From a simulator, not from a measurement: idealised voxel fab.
voxel lift off: a process module
230 nm wide, 5 nm square cells: that's cross-section cut.
Bands, listed from the top down, are how a cross-section gets written in this document; the cross-section itself is a grid of square cells, and a band is one or more rows of them.
A band entry consists of two parts. The first gives the height of the band's top and the height of its bottom, in nm. The rest lists the band's materials from left to right, each with its width in nm. A single material labelled with the word "everywhere" fills the band from edge to edge, and the word "air" marks empty space.
Heights are expressed relative to 0, this being the level below which the as-received wafer comprises one material exclusively. The lowest band is unbounded in the downward direction and is denoted as in "top 0, no bottom".
Top row gets the first number, bottom row gets the second, and each row in between changes by the same step: that is how a band width like "30 to 40" works.
A step reported as "nothing was modified" is a step in which no cell of the cross-section changed.
"Internal closed voids": empty spaces of 8 cells or more with no open way to the top, each given as width x height at distance, distance from the left edge, all in nm.
Post-settings text on a step line: simulator's own remark regarding the step.
overlay nm, on a step with a mask: how far to the right of its planned place the mask lay; to the left if negative
### Intended process steps
1. RECEIVE, material Si
2. CONFORMAL_DEP, material SiN, thk nm 15
3. PATTERN, tone open, mask id LINES, material resist, width nm 25, pitch nm 55, thk nm 15, overlay nm 0
4. DIRECTIONAL_DEP, material Ru, thk nm 5
5. STRIP, etch materials resist
6. CONFORMAL_DEP, material SiO2, thk nm 10
### Wafer as received: cross-section following step 1
* top 0, no bottom = Si everywhere
* Internal closed voids: none
### The following cross-section depicts the wafer upon conclusion of the module. Processing commenced from the starting condition illustrated above and adhered to the plan illustrated above, save for one mistake in execution
* top 25, bottom 20 = 40 of air  35 of SiO2  20 of air  35 of SiO2  20 of air  35 of SiO2  45 of air
* top 20, bottom 15 = 45 of SiO2  25 of Ru  30 of SiO2  25 of Ru  30 of SiO2  25 of Ru  50 of SiO2
* top 15, bottom 0 = SiN everywhere
* top 0, no bottom = Si everywhere
* Internal closed voids: none
Deviation from plan: note that step 6 departed from the planned setting and was carried out as CONFORMAL_DEP, material SiO2, thk nm 5
